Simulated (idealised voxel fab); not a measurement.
voxel capacitor over wiring: a process module
Xsec cut, 140 nm wide, square cell size 5 nm.
If you're reading a cross-section in this doc, picture square cells in a grid; it comes to you as bands, top ones listed first down to the bottom, and a band can be one or more rows of cells.
This entry defines a band. It first specifies the height of the band's top and the height of its bottom in nm, and then specifies the band's materials from left to right, stating each material with its width in nm. The word "edge to edge" identifies a single material that fills the band from edge to edge, while the word "blank" identifies empty space.
Basically, 0 is our baseline, since under it the wafer straight out of the box is all one material. The bottom band has no lower end and keeps on going down, so it looks like "from 0 down".
A width given as "30 to 40" starts at the first number in the band's top row and ends at the second number in its bottom row, shifting by an equal amount at every step from row to row.
When a step is marked "no modifications", none of the cells in the cross-section changed during that step.
For the entry "Closed void catalog", the listed items are empty spaces with no open way to the top whose size is 8 cells or more; each item follows the pattern width x height at distance, where distance is from the left edge and all three are in nm.
It should be noted that, on the line of a given step, the content following the step's settings is a remark produced by the simulator itself with respect to that step.
What "overlay nm" on a step's line means: if the step has a mask, that mask lay this far to the right of its planned place, or, when the value is negative, to the left.
Read each pair as before and after one process step. The after cross-section shows only down to the lowest band that changed. The step between them and its settings are given below the pair. Pairs can come from different runs of this module on the same starting wafer. A pair continues from the pair above only where its "Status before step" entry says so.
### Status before step
  from 100 to 85 | 25 of blank, then 65 of resist, then 50 of blank
  from 85 to 80 | 25 of TiN, then 15 of resist, then 100 of TiN
  from 80 to 75 | 25 of SiN, then 15 of resist, then 100 of SiN
  from 75 to 70 | 25 of TiN, then 15 of resist, then 100 of TiN
  from 70 to 65 | TiN edge to edge
  from 65 to 60 | 25 of lowk, then 15 of SiN, then 100 of lowk
  from 60 to 50 | 25 of lowk, then 15 of TiN, then 100 of lowk
  from 50 to 35 | lowk edge to edge
  from 35 to 30 | SiCN edge to edge
  from 30 to 15 | 15 of SiO2, then 5 of SiCN, then 20 of Ru, then 5 of SiCN, then 50 of SiO2, then 5 of SiCN, then 20 of Ru, then 5 of SiCN, then 15 of SiO2
  from 15 to 10 | 20 of SiCN, then 20 of TiN, then 60 of SiCN, then 20 of TiN, then 20 of SiCN
  from 10 to 0 | SiO2 edge to edge
  from 0 down | Si edge to edge
  Closed void catalog: none
### State After Step
  from 100 to 85 | 25 of blank, then 65 of resist, then 50 of blank
  from 85 to 80 | 25 of blank, then 15 of resist, then 50 of TiN, then 50 of blank
  At heights below 80, the structure remains unaltered.
  Closed void catalog: none
Which step turns the before cross-section above into the after cross-section? DIRECTIONAL_ETCH, etch materials TiN, depth nm 5
Status before step: check the pair just above; its after cross-section is our before state.
### State After Step
  from 100 to 85 | 25 of blank, then 65 of resist, then 50 of blank
  from 85 to 80 | 25 of blank, then 15 of resist, then 50 of TiN, then 50 of blank
  from 80 to 75 | 25 of blank, then 15 of resist, then 50 of SiN, then 50 of blank
  At heights below 75, the structure remains unaltered.
  Closed void catalog: none
Which step turns the before cross-section above into the after cross-section? DIRECTIONAL_ETCH, etch materials SiN, depth nm 5
Status before step: check the pair just above; its after cross-section is our before state.
### State After Step
  from 85 to 80 | 40 of blank, then 50 of TiN, then 50 of blank
  from 80 to 75 | 40 of blank, then 50 of SiN, then 50 of blank
  from 75 to 70 | 25 of TiN, then 15 of blank, then 100 of TiN
  At heights below 70, the structure remains unaltered.
  Closed void catalog: none
Which step turns the before cross-section above into the after cross-section? STRIP, etch materials resist
Status before step: check the pair just above; its after cross-section is our before state.
### State After Step
  from 100 to 90 | 40 of blank, then 50 of aC, then 50 of blank
  from 90 to 85 | 25 of aC, then 15 of blank, then 100 of aC
  from 85 to 80 | 40 of aC, then 50 of TiN, then 50 of aC
  from 80 to 75 | 40 of aC, then 50 of SiN, then 50 of aC
  from 75 to 70 | 25 of TiN, then 15 of aC, then 100 of TiN
  At heights below 70, the structure remains unaltered.
  Closed void catalog: none
Which step turns the before cross-section above into the after cross-section? DIRECTIONAL_DEP, material aC, thk nm 15
Status before step: check the pair just above; its after cross-section is our before state.
### State After Step
  from 130 to 100 | 20 of blank, then 75 of resist, then 45 of blank
  from 100 to 90 | 20 of blank, then 20 of resist, then 50 of aC, then 5 of resist, then 45 of blank
  from 90 to 85 | 25 of aC, then 15 of resist, then 100 of aC
  At heights below 85, the structure remains unaltered.
  Closed void catalog: none
Which step turns the before cross-section above into the after cross-section? PATTERN, tone cover, mask id LOWER_PLATE, material resist, width nm 75, thk nm 30, overlay nm 0
Status before step: check the pair just above; its after cross-section is our before state.
### State After Step
  from 115 to 100 | 20 of blank, then 75 of resist, then 45 of blank
  from 100 to 90 | 20 of blank, then 20 of resist, then 50 of aC, then 5 of resist, then 45 of blank
  from 90 to 85 | 20 of blank, then 5 of aC, then 15 of resist, then 55 of aC, then 45 of blank
  from 85 to 80 | 20 of blank, then 20 of aC, then 50 of TiN, then 5 of aC, then 45 of blank
  from 80 to 75 | 20 of blank, then 20 of aC, then 50 of SiN, then 5 of aC, then 45 of blank
  At heights below 75, the structure remains unaltered.
  Closed void catalog: none
Which step turns the before cross-section above into the after cross-section? DIRECTIONAL_ETCH, etch materials aC, depth nm 15
Status before step: check the pair just above; its after cross-section is our before state.
### State After Step
  from 100 to 90 | 40 of blank, then 50 of aC, then 50 of blank
  from 90 to 85 | 20 of blank, then 5 of aC, then 15 of blank, then 55 of aC, then 45 of blank
  At heights below 85, the structure remains unaltered.
  Closed void catalog: none
Which step turns the before cross-section above into the after cross-section? STRIP, etch materials resist
Status before step: check the pair just above; its after cross-section is our before state.
### State After Step
  from 100 to 90 | 40 of blank, then 50 of aC, then 50 of blank
  from 90 to 85 | 20 of blank, then 5 of aC, then 15 of blank, then 55 of aC, then 45 of blank
  from 85 to 80 | 20 of blank, then 20 of aC, then 50 of TiN, then 5 of aC, then 45 of blank
  from 80 to 75 | 20 of blank, then 20 of aC, then 50 of SiN, then 5 of aC, then 45 of blank
  from 75 to 70 | 20 of blank, then 5 of TiN, then 15 of aC, then 55 of TiN, then 45 of blank
  from 70 to 65 | 20 of blank, then 75 of TiN, then 45 of blank
  At heights below 65, the structure remains unaltered.
  Closed void catalog: none
Which step turns the before cross-section above into the after cross-section? DIRECTIONAL_ETCH, etch materials TiN, depth nm 10
Status before step: check the pair just above; its after cross-section is our before state.
### State After Step
  from 85 to 80 | 40 of blank, then 50 of TiN, then 50 of blank
  from 80 to 75 | 40 of blank, then 50 of SiN, then 50 of blank
  from 75 to 70 | 20 of blank, then 5 of TiN, then 15 of blank, then 55 of TiN, then 45 of blank
  At heights below 70, the structure remains unaltered.
  Closed void catalog: none
Which step turns the before cross-section above into the after cross-section? STRIP, etch materials aC
Status before step: check the pair just above; its after cross-section is our before state.
### State After Step
  from 100 to 85 | SiO2 edge to edge
  from 85 to 80 | 40 of SiO2, then 50 of TiN, then 50 of SiO2
  from 80 to 75 | 40 of SiO2, then 50 of SiN, then 50 of SiO2
  from 75 to 70 | 20 of SiO2, then 5 of TiN, then 15 of SiO2, then 55 of TiN, then 45 of SiO2
  from 70 to 65 | 20 of SiO2, then 75 of TiN, then 45 of SiO2
  At heights below 65, the structure remains unaltered.
  Closed void catalog: none
Which step turns the before cross-section above into the after cross-section? FILL_DEP, material SiO2, thk nm 15
Status before step: check the pair just above; its after cross-section is our before state.
### State After Step
  from 80 to 75 | 40 of SiO2, then 50 of SiN, then 50 of SiO2
  At heights below 75, the structure remains unaltered.
  Closed void catalog: none
Which step turns the before cross-section above into the after cross-section? CMP, height nm 80
Status before step: check the pair just above; its after cross-section is our before state.
### State After Step
  from 95 to 80 | 35 of resist, then 15 of blank, then 90 of resist
  At heights below 80, the structure remains unaltered.
  Closed void catalog: none
Which step turns the before cross-section above into the after cross-section? PATTERN, tone open, mask id PLUG_2, material resist, width nm 15, thk nm 15, overlay nm 0
Status before step: check the pair just above; its after cross-section is our before state.
### State After Step
  from 95 to 80 | 35 of resist, then 15 of blank, then 90 of resist
  from 80 to 75 | 35 of SiO2, then 5 of blank, then 50 of SiN, then 50 of SiO2
  from 75 to 70 | 20 of SiO2, then 5 of TiN, then 10 of SiO2, then 5 of blank, then 55 of TiN, then 45 of SiO2
  At heights below 70, the structure remains unaltered.
  Closed void catalog: none
Which step turns the before cross-section above into the after cross-section? DIRECTIONAL_ETCH, etch materials SiO2, depth nm 10
Status before step: check the pair just above; its after cross-section is our before state.
### State After Step
  from 80 to 75 | 35 of SiO2, then 5 of blank, then 50 of SiN, then 50 of SiO2
  At heights below 75, the structure remains unaltered.
  Closed void catalog: none
Which step turns the before cross-section above into the after cross-section? STRIP, etch materials resist
Status before step: check the pair just above; its after cross-section is our before state.
### State After Step
  from 85 to 80 | TiN edge to edge
  from 80 to 75 | 35 of SiO2, then 5 of TiN, then 50 of SiN, then 50 of SiO2
  from 75 to 70 | 20 of SiO2, then 5 of TiN, then 10 of SiO2, then 60 of TiN, then 45 of SiO2
  At heights below 70, the structure remains unaltered.
  Closed void catalog: none
Which step turns the before cross-section above into the after cross-section? CONFORMAL_DEP, material TiN, thk nm 5
Status before step: check the pair just above; its after cross-section is our before state.
### State After Step
  from 90 to 85 | W edge to edge
  At heights below 85, the structure remains unaltered.
  Closed void catalog: none
Which step turns the before cross-section above into the after cross-section? FILL_DEP, material W, thk nm 5
Status before step: check the pair just above; its after cross-section is our before state.
### State After Step
  from 80 to 75 | 35 of SiO2, then 5 of TiN, then 50 of SiN, then 50 of SiO2
  At heights below 75, the structure remains unaltered.
  Closed void catalog: none
Which step turns the before cross-section above into the after cross-section? CMP, height nm 80
Status before step: check the pair just above; its after cross-section is our before state.
### State After Step
  from 85 to 80 | SiN edge to edge
  At heights below 80, the structure remains unaltered.
  Closed void catalog: none
Which step turns the before cross-section above into the after cross-section? CONFORMAL_DEP, material SiN, thk nm 5
### Status before step
  from 60 to 50 | TiN edge to edge
  from 50 to 35 | 25 of lowk, then 15 of Ru, then 100 of lowk
  from 35 to 30 | 25 of SiCN, then 15 of Ru, then 100 of SiCN
  from 30 to 15 | 15 of SiO2, then 5 of SiCN, then 20 of Ru, then 5 of SiCN, then 50 of SiO2, then 5 of SiCN, then 20 of Ru, then 5 of SiCN, then 15 of SiO2
  from 15 to 10 | 20 of SiCN, then 20 of TiN, then 60 of SiCN, then 20 of TiN, then 20 of SiCN
  from 10 to 0 | SiO2 edge to edge
  from 0 down | Si edge to edge
  Closed void catalog: none
### State After Step
  from 65 to 50 | TiN edge to edge
  At heights below 50, the structure remains unaltered.
  Closed void catalog: none
Which step turns the before cross-section above into the after cross-section? DIRECTIONAL_DEP, material TiN, thk nm 5
Status before step: check the pair just above; its after cross-section is our before state.
### State After Step
  from 70 to 65 | SiN edge to edge
  At heights below 65, the structure remains unaltered.
  Closed void catalog: none
Which step turns the before cross-section above into the after cross-section? DIRECTIONAL_DEP, material SiN, thk nm 5
Status before step: check the pair just above; its after cross-section is our before state.
### State After Step
  from 85 to 70 | 25 of blank, then 65 of resist, then 50 of blank
  At heights below 70, the structure remains unaltered.
  Closed void catalog: none
Which step turns the before cross-section above into the after cross-section? PATTERN, tone cover, mask id UPPER_PLATE, material resist, width nm 65, thk nm 15, overlay nm 0
Status before step: check the pair just above; its after cross-section is our before state.
### State After Step
  from 85 to 70 | 25 of blank, then 65 of resist, then 50 of blank
  from 70 to 65 | 25 of blank, then 65 of SiN, then 50 of blank
  At heights below 65, the structure remains unaltered.
  Closed void catalog: none
Which step turns the before cross-section above into the after cross-section? DIRECTIONAL_ETCH, etch materials SiN, depth nm 5
Status before step: check the pair just above; its after cross-section is our before state.
### State After Step
  from 70 to 65 | 25 of blank, then 65 of SiN, then 50 of blank
  At heights below 65, the structure remains unaltered.
  Closed void catalog: none
Which step turns the before cross-section above into the after cross-section? STRIP, etch materials resist
Status before step: check the pair just above; its after cross-section is our before state.
### State After Step
  from 85 to 80 | 25 of blank, then 65 of aC, then 50 of blank
  from 80 to 70 | aC edge to edge
  from 70 to 65 | 25 of aC, then 65 of SiN, then 50 of aC
  At heights below 65, the structure remains unaltered.
  Closed void catalog: none
Which step turns the before cross-section above into the after cross-section? DIRECTIONAL_DEP, material aC, thk nm 15
Status before step: check the pair just above; its after cross-section is our before state.
### State After Step
  from 115 to 85 | 20 of blank, then 75 of resist, then 45 of blank
  from 85 to 80 | 20 of blank, then 5 of resist, then 65 of aC, then 5 of resist, then 45 of blank
  At heights below 80, the structure remains unaltered.
  Closed void catalog: none
Which step turns the before cross-section above into the after cross-section? PATTERN, tone cover, mask id LOWER_PLATE, material resist, width nm 75, thk nm 30, overlay nm 0
Status before step: check the pair just above; its after cross-section is our before state.
### State After Step
  from 100 to 85 | 20 of blank, then 75 of resist, then 45 of blank
  from 85 to 80 | 20 of blank, then 5 of resist, then 65 of aC, then 5 of resist, then 45 of blank
  from 80 to 70 | 20 of blank, then 75 of aC, then 45 of blank
  from 70 to 65 | 20 of blank, then 5 of aC, then 65 of SiN, then 5 of aC, then 45 of blank
  At heights below 65, the structure remains unaltered.
  Closed void catalog: none
Which step turns the before cross-section above into the after cross-section? DIRECTIONAL_ETCH, etch materials aC, depth nm 15
Status before step: check the pair just above; its after cross-section is our before state.
### State After Step
  from 85 to 80 | 25 of blank, then 65 of aC, then 50 of blank
  At heights below 80, the structure remains unaltered.
  Closed void catalog: none
Which step turns the before cross-section above into the after cross-section? STRIP, etch materials resist
Status before step: check the pair just above; its after cross-section is our before state.
### State After Step
  from 85 to 80 | 25 of blank, then 65 of aC, then 50 of blank
  from 80 to 70 | 20 of blank, then 75 of aC, then 45 of blank
  from 70 to 65 | 20 of blank, then 5 of aC, then 65 of SiN, then 5 of aC, then 45 of blank
  from 65 to 55 | 20 of blank, then 75 of TiN, then 45 of blank
  At heights below 55, the structure remains unaltered.
  Closed void catalog: none
Which step turns the before cross-section above into the after cross-section? DIRECTIONAL_ETCH, etch materials TiN, depth nm 10
Status before step: check the pair just above; its after cross-section is our before state.
### State After Step
  from 70 to 65 | 25 of blank, then 65 of SiN, then 50 of blank
  At heights below 65, the structure remains unaltered.
  Closed void catalog: none
Which step turns the before cross-section above into the after cross-section? STRIP, etch materials aC
Status before step: check the pair just above; its after cross-section is our before state.
### State After Step
  from 85 to 70 | SiO2 edge to edge
  from 70 to 65 | 25 of SiO2, then 65 of SiN, then 50 of SiO2
  from 65 to 55 | 20 of SiO2, then 75 of TiN, then 45 of SiO2
  At heights below 55, the structure remains unaltered.
  Closed void catalog: none
Which step turns the before cross-section above into the after cross-section? FILL_DEP, material SiO2, thk nm 15
Status before step: check the pair just above; its after cross-section is our before state.
### State After Step
  from 80 to 70 | SiO2 edge to edge
  At heights below 70, the structure remains unaltered.
  Closed void catalog: none
Which step turns the before cross-section above into the after cross-section? CMP, height nm 80
Status before step: check the pair just above; its after cross-section is our before state.
### State After Step
  from 95 to 80 | 35 of resist, then 15 of blank, then 90 of resist
  At heights below 80, the structure remains unaltered.
  Closed void catalog: none
Which step turns the before cross-section above into the after cross-section? PATTERN, tone open, mask id PLUG_2, material resist, width nm 15, thk nm 15, overlay nm 0
Status before step: check the pair just above; its after cross-section is our before state.
### State After Step
  from 95 to 80 | 35 of resist, then 15 of blank, then 90 of resist
  from 80 to 70 | 35 of SiO2, then 15 of blank, then 90 of SiO2
  At heights below 70, the structure remains unaltered.
  Closed void catalog: none
Which step turns the before cross-section above into the after cross-section? DIRECTIONAL_ETCH, etch materials SiO2, depth nm 10
Status before step: check the pair just above; its after cross-section is our before state.
### State After Step
  from 80 to 70 | 35 of SiO2, then 15 of blank, then 90 of SiO2
  At heights below 70, the structure remains unaltered.
  Closed void catalog: none
Which step turns the before cross-section above into the after cross-section? STRIP, etch materials resist
Status before step: check the pair just above; its after cross-section is our before state.
### State After Step
  from 85 to 80 | 40 of TiN, then 5 of blank, then 95 of TiN
  from 80 to 75 | 35 of SiO2, then 5 of TiN, then 5 of blank, then 5 of TiN, then 90 of SiO2
  from 75 to 70 | 35 of SiO2, then 15 of TiN, then 90 of SiO2
  At heights below 70, the structure remains unaltered.
  Closed void catalog: none
Which step turns the before cross-section above into the after cross-section? CONFORMAL_DEP, material TiN, thk nm 5
Status before step: check the pair just above; its after cross-section is our before state.
### State After Step
  from 90 to 85 | W edge to edge
  from 85 to 80 | 40 of TiN, then 5 of W, then 95 of TiN
  from 80 to 75 | 35 of SiO2, then 5 of TiN, then 5 of W, then 5 of TiN, then 90 of SiO2
  At heights below 75, the structure remains unaltered.
  Closed void catalog: none
Which step turns the before cross-section above into the after cross-section? FILL_DEP, material W, thk nm 5
Status before step: check the pair just above; its after cross-section is our before state.
### State After Step
  from 80 to 75 | 35 of SiO2, then 5 of TiN, then 5 of W, then 5 of TiN, then 90 of SiO2
  At heights below 75, the structure remains unaltered.
  Closed void catalog: none
Which step turns the before cross-section above into the after cross-section? CMP, height nm 80
Status before step: check the pair just above; its after cross-section is our before state.
### State After Step
  from 85 to 80 | SiN edge to edge
  At heights below 80, the structure remains unaltered.
  Closed void catalog: none
Which step turns the before cross-section above into the after cross-section? CONFORMAL_DEP, material SiN, thk nm 5
### Status before step
  from 50 to 35 | lowk edge to edge
  from 35 to 30 | SiCN edge to edge
  from 30 to 15 | 15 of SiO2, then 5 of SiCN, then 20 of Ru, then 5 of SiCN, then 50 of SiO2, then 5 of SiCN, then 20 of Ru, then 5 of SiCN, then 15 of SiO2
  from 15 to 10 | 20 of SiCN, then 20 of TiN, then 60 of SiCN, then 20 of TiN, then 20 of SiCN
  from 10 to 0 | SiO2 edge to edge
  from 0 down | Si edge to edge
  Closed void catalog: none
### State After Step
  from 50 to 45 | 25 of lowk, then 15 of blank, then 100 of lowk
  At heights below 45, the structure remains unaltered.
  Closed void catalog: none
Which step turns the before cross-section above into the after cross-section? MASKED_ETCH, tone open, mask id PLUG_1, width nm 15, etch materials lowk, depth nm 5, overlay nm 0
Status before step: check the pair just above; its after cross-section is our before state.
### State After Step
  from 60 to 55 | 25 of TiN, then 15 of blank, then 100 of TiN
  from 55 to 50 | TiN edge to edge
  from 50 to 45 | 25 of lowk, then 15 of TiN, then 100 of lowk
  At heights below 45, the structure remains unaltered.
  Closed void catalog: none
Which step turns the before cross-section above into the after cross-section? DIRECTIONAL_DEP, material TiN, thk nm 10
Status before step: check the pair just above; its after cross-section is our before state.
### State After Step
  from 65 to 60 | 25 of SiN, then 15 of blank, then 100 of SiN
  from 60 to 55 | 25 of TiN, then 15 of SiN, then 100 of TiN
  At heights below 55, the structure remains unaltered.
  Closed void catalog: none
Which step turns the before cross-section above into the after cross-section? DIRECTIONAL_DEP, material SiN, thk nm 5
Status before step: check the pair just above; its after cross-section is our before state.
### State After Step
  from 70 to 65 | 25 of TiN, then 15 of blank, then 100 of TiN
  from 65 to 60 | 25 of SiN, then 15 of TiN, then 100 of SiN
  At heights below 60, the structure remains unaltered.
  Closed void catalog: none
Which step turns the before cross-section above into the after cross-section? DIRECTIONAL_DEP, material TiN, thk nm 5
Status before step: check the pair just above; its after cross-section is our before state.
### State After Step
  from 85 to 70 | 25 of blank, then 65 of resist, then 50 of blank
  from 70 to 65 | 25 of TiN, then 15 of resist, then 100 of TiN
  At heights below 65, the structure remains unaltered.
  Closed void catalog: none
Which step turns the before cross-section above into the after cross-section? PATTERN, tone cover, mask id UPPER_PLATE, material resist, width nm 65, thk nm 15, overlay nm 0
Status before step: check the pair just above; its after cross-section is our before state.
### State After Step
  from 85 to 70 | 25 of blank, then 65 of resist, then 50 of blank
  from 70 to 65 | 25 of blank, then 15 of resist, then 50 of TiN, then 50 of blank
  At heights below 65, the structure remains unaltered.
  Closed void catalog: none
Which step turns the before cross-section above into the after cross-section? DIRECTIONAL_ETCH, etch materials TiN, depth nm 5
Status before step: check the pair just above; its after cross-section is our before state.
### State After Step
  from 85 to 70 | 25 of blank, then 65 of resist, then 50 of blank
  from 70 to 65 | 25 of blank, then 15 of resist, then 50 of TiN, then 50 of blank
  from 65 to 60 | 25 of blank, then 15 of TiN, then 50 of SiN, then 50 of blank
  At heights below 60, the structure remains unaltered.
  Closed void catalog: none
Which step turns the before cross-section above into the after cross-section? DIRECTIONAL_ETCH, etch materials SiN, depth nm 5
Status before step: check the pair just above; its after cross-section is our before state.
### State After Step
  from 70 to 65 | 40 of blank, then 50 of TiN, then 50 of blank
  At heights below 65, the structure remains unaltered.
  Closed void catalog: none
Which step turns the before cross-section above into the after cross-section? STRIP, etch materials resist
Status before step: check the pair just above; its after cross-section is our before state.
### State After Step
  from 85 to 75 | 40 to 25 of blank, then 50 to 65 of aC, then 50 of blank
  from 75 to 70 | aC edge to edge
  from 70 to 65 | 40 of aC, then 50 of TiN, then 50 of aC
  from 65 to 60 | 25 of aC, then 15 of TiN, then 50 of SiN, then 50 of aC
  At heights below 60, the structure remains unaltered.
  Closed void catalog: none
Which step turns the before cross-section above into the after cross-section? DIRECTIONAL_DEP, material aC, thk nm 15
Status before step: check the pair just above; its after cross-section is our before state.
### State After Step
  from 115 to 85 | 20 of blank, then 75 of resist, then 45 of blank
  from 85 to 75 | 20 of blank, then 20 to 5 of resist, then 50 to 65 of aC, then 5 of resist, then 45 of blank
  At heights below 75, the structure remains unaltered.
  Closed void catalog: none
Which step turns the before cross-section above into the after cross-section? PATTERN, tone cover, mask id LOWER_PLATE, material resist, width nm 75, thk nm 30, overlay nm 0
Status before step: check the pair just above; its after cross-section is our before state.
### State After Step
  from 100 to 85 | 20 of blank, then 75 of resist, then 45 of blank
  from 85 to 75 | 20 of blank, then 20 to 5 of resist, then 50 to 65 of aC, then 5 of resist, then 45 of blank
  from 75 to 70 | 20 of blank, then 75 of aC, then 45 of blank
  from 70 to 65 | 20 of blank, then 20 of aC, then 50 of TiN, then 5 of aC, then 45 of blank
  from 65 to 60 | 20 of blank, then 5 of aC, then 15 of TiN, then 50 of SiN, then 5 of aC, then 45 of blank
  At heights below 60, the structure remains unaltered.
  Closed void catalog: none
Which step turns the before cross-section above into the after cross-section? DIRECTIONAL_ETCH, etch materials aC, depth nm 15
Status before step: check the pair just above; its after cross-section is our before state.
### State After Step
  from 85 to 75 | 40 to 25 of blank, then 50 to 65 of aC, then 50 of blank
  At heights below 75, the structure remains unaltered.
  Closed void catalog: none
Which step turns the before cross-section above into the after cross-section? STRIP, etch materials resist
Status before step: check the pair just above; its after cross-section is our before state.
### State After Step
  from 85 to 75 | 40 to 25 of blank, then 50 to 65 of aC, then 50 of blank
  from 75 to 70 | 20 of blank, then 75 of aC, then 45 of blank
  from 70 to 65 | 20 of blank, then 20 of aC, then 50 of TiN, then 5 of aC, then 45 of blank
  from 65 to 60 | 20 of blank, then 5 of aC, then 15 of TiN, then 50 of SiN, then 5 of aC, then 45 of blank
  from 60 to 55 | 20 of blank, then 5 of TiN, then 15 of SiN, then 55 of TiN, then 45 of blank
  from 55 to 50 | 20 of blank, then 75 of TiN, then 45 of blank
  At heights below 50, the structure remains unaltered.
  Closed void catalog: none
Which step turns the before cross-section above into the after cross-section? DIRECTIONAL_ETCH, etch materials TiN, depth nm 10
Status before step: check the pair just above; its after cross-section is our before state.
### State After Step
  from 70 to 65 | 40 of blank, then 50 of TiN, then 50 of blank
  from 65 to 60 | 25 of blank, then 15 of TiN, then 50 of SiN, then 50 of blank
  At heights below 60, the structure remains unaltered.
  Closed void catalog: none
Which step turns the before cross-section above into the after cross-section? STRIP, etch materials aC
Status before step: check the pair just above; its after cross-section is our before state.
### State After Step
  from 85 to 70 | SiO2 edge to edge
  from 70 to 65 | 40 of SiO2, then 50 of TiN, then 50 of SiO2
  from 65 to 60 | 25 of SiO2, then 15 of TiN, then 50 of SiN, then 50 of SiO2
  from 60 to 55 | 20 of SiO2, then 5 of TiN, then 15 of SiN, then 55 of TiN, then 45 of SiO2
  from 55 to 50 | 20 of SiO2, then 75 of TiN, then 45 of SiO2
  At heights below 50, the structure remains unaltered.
  Closed void catalog: none
Which step turns the before cross-section above into the after cross-section? FILL_DEP, material SiO2, thk nm 15
Status before step: check the pair just above; its after cross-section is our before state.
### State After Step
  from 80 to 70 | SiO2 edge to edge
  At heights below 70, the structure remains unaltered.
  Closed void catalog: none
Which step turns the before cross-section above into the after cross-section? CMP, height nm 80
Status before step: check the pair just above; its after cross-section is our before state.
### State After Step
  from 95 to 80 | 35 of resist, then 15 of blank, then 90 of resist
  At heights below 80, the structure remains unaltered.
  Closed void catalog: none
Which step turns the before cross-section above into the after cross-section? PATTERN, tone open, mask id PLUG_2, material resist, width nm 15, thk nm 15, overlay nm 0
Status before step: check the pair just above; its after cross-section is our before state.
### State After Step
  from 95 to 80 | 35 of resist, then 15 of blank, then 90 of resist
  from 80 to 70 | 35 of SiO2, then 15 of blank, then 90 of SiO2
  At heights below 70, the structure remains unaltered.
  Closed void catalog: none
Which step turns the before cross-section above into the after cross-section? DIRECTIONAL_ETCH, etch materials SiO2, depth nm 10
Status before step: check the pair just above; its after cross-section is our before state.
### State After Step
  from 80 to 70 | 35 of SiO2, then 15 of blank, then 90 of SiO2
  At heights below 70, the structure remains unaltered.
  Closed void catalog: none
Which step turns the before cross-section above into the after cross-section? STRIP, etch materials resist
Status before step: check the pair just above; its after cross-section is our before state.
### State After Step
  from 85 to 80 | 40 of TiN, then 5 of blank, then 95 of TiN
  from 80 to 75 | 35 of SiO2, then 5 of TiN, then 5 of blank, then 5 of TiN, then 90 of SiO2
  from 75 to 65 | 35 to 40 of SiO2, then 15 to 50 of TiN, then 90 to 50 of SiO2
  At heights below 65, the structure remains unaltered.
  Closed void catalog: none
Which step turns the before cross-section above into the after cross-section? CONFORMAL_DEP, material TiN, thk nm 5
Status before step: check the pair just above; its after cross-section is our before state.
### State After Step
  from 90 to 85 | W edge to edge
  from 85 to 80 | 40 of TiN, then 5 of W, then 95 of TiN
  from 80 to 75 | 35 of SiO2, then 5 of TiN, then 5 of W, then 5 of TiN, then 90 of SiO2
  At heights below 75, the structure remains unaltered.
  Closed void catalog: none
Which step turns the before cross-section above into the after cross-section? FILL_DEP, material W, thk nm 5
Status before step: check the pair just above; its after cross-section is our before state.
### State After Step
  from 80 to 75 | 35 of SiO2, then 5 of TiN, then 5 of W, then 5 of TiN, then 90 of SiO2
  At heights below 75, the structure remains unaltered.
  Closed void catalog: none
Which step turns the before cross-section above into the after cross-section? CMP, height nm 80
Status before step: check the pair just above; its after cross-section is our before state.
### State After Step
  from 85 to 80 | SiN edge to edge
  At heights below 80, the structure remains unaltered.
  Closed void catalog: none
Which step turns the before cross-section above into the after cross-section? CONFORMAL_DEP, material SiN, thk nm 5
### Status before step
  from 30 to 15 | Ru edge to edge
  from 15 to 10 | TiN edge to edge
  from 10 to 0 | SiO2 edge to edge
  from 0 down | Si edge to edge
  Closed void catalog: none
### State After Step
  from 30 to 15 | 15 of blank, then 30 of Ru, then 50 of blank, then 30 of Ru, then 15 of blank
  At heights below 15, the structure remains unaltered.
  Closed void catalog: none
Which step turns the before cross-section above into the after cross-section? MASKED_ETCH, tone cover, mask id METAL_1, width nm 30, pitch nm 80, etch materials Ru, depth nm 15, overlay nm 0
Status before step: check the pair just above; its after cross-section is our before state.
### State After Step
  from 30 to 15 | 15 of blank, then 30 of Ru, then 50 of blank, then 30 of Ru, then 15 of blank
  from 15 to 10 | 15 of blank, then 30 of TiN, then 50 of blank, then 30 of TiN, then 15 of blank
  At heights below 10, the structure remains unaltered.
  Closed void catalog: none
Which step turns the before cross-section above into the after cross-section? MASKED_ETCH, tone cover, mask id METAL_1, width nm 20, pitch nm 80, etch materials TiN, depth nm 5, overlay nm 0
Status before step: check the pair just above; its after cross-section is our before state.
### State After Step
  from 35 to 30 | 10 of blank, then 40 of SiCN, then 40 of blank, then 40 of SiCN, then 10 of blank
  from 30 to 15 | 10 of blank, then 5 of SiCN, then 30 of Ru, then 5 of SiCN, then 40 of blank, then 5 of SiCN, then 30 of Ru, then 5 of SiCN, then 10 of blank
  from 15 to 10 | 15 of SiCN, then 30 of TiN, then 50 of SiCN, then 30 of TiN, then 15 of SiCN
  At heights below 10, the structure remains unaltered.
  Closed void catalog: none
Which step turns the before cross-section above into the after cross-section? CONFORMAL_DEP, material SiCN, thk nm 5
Status before step: check the pair just above; its after cross-section is our before state.
### State After Step
  from 45 to 35 | SiO2 edge to edge
  from 35 to 30 | 10 of SiO2, then 40 of SiCN, then 40 of SiO2, then 40 of SiCN, then 10 of SiO2
  from 30 to 15 | 10 of SiO2, then 5 of SiCN, then 30 of Ru, then 5 of SiCN, then 40 of SiO2, then 5 of SiCN, then 30 of Ru, then 5 of SiCN, then 10 of SiO2
  At heights below 15, the structure remains unaltered.
  Closed void catalog: none
Which step turns the before cross-section above into the after cross-section? FILL_DEP, material SiO2, thk nm 10
Status before step: check the pair just above; its after cross-section is our before state.
### State After Step
  from 30 to 15 | 10 of SiO2, then 5 of SiCN, then 30 of Ru, then 5 of SiCN, then 40 of SiO2, then 5 of SiCN, then 30 of Ru, then 5 of SiCN, then 10 of SiO2
  At heights below 15, the structure remains unaltered.
  Closed void catalog: none
Which step turns the before cross-section above into the after cross-section? CMP, height nm 30
Status before step: check the pair just above; its after cross-section is our before state.
### State After Step
  from 35 to 30 | SiCN edge to edge
  At heights below 30, the structure remains unaltered.
  Closed void catalog: none
Which step turns the before cross-section above into the after cross-section? CONFORMAL_DEP, material SiCN, thk nm 5
Status before step: check the pair just above; its after cross-section is our before state.
### State After Step
  from 50 to 35 | lowk edge to edge
  At heights below 35, the structure remains unaltered.
  Closed void catalog: none
Which step turns the before cross-section above into the after cross-section? DIRECTIONAL_DEP, material lowk, thk nm 15
Status before step: check the pair just above; its after cross-section is our before state.
### State After Step
  from 50 to 35 | 25 of lowk, then 15 of blank, then 100 of lowk
  At heights below 35, the structure remains unaltered.
  Closed void catalog: none
Which step turns the before cross-section above into the after cross-section? MASKED_ETCH, tone open, mask id PLUG_1, width nm 15, etch materials lowk, depth nm 15, overlay nm 0
Status before step: check the pair just above; its after cross-section is our before state.
### State After Step
  from 50 to 35 | 25 of lowk, then 15 of blank, then 100 of lowk
  from 35 to 30 | 25 of SiCN, then 15 of blank, then 100 of SiCN
  At heights below 30, the structure remains unaltered.
  Closed void catalog: none
Which step turns the before cross-section above into the after cross-section? MASKED_ETCH, tone open, mask id PLUG_1, width nm 15, etch materials SiCN, depth nm 5, overlay nm 0
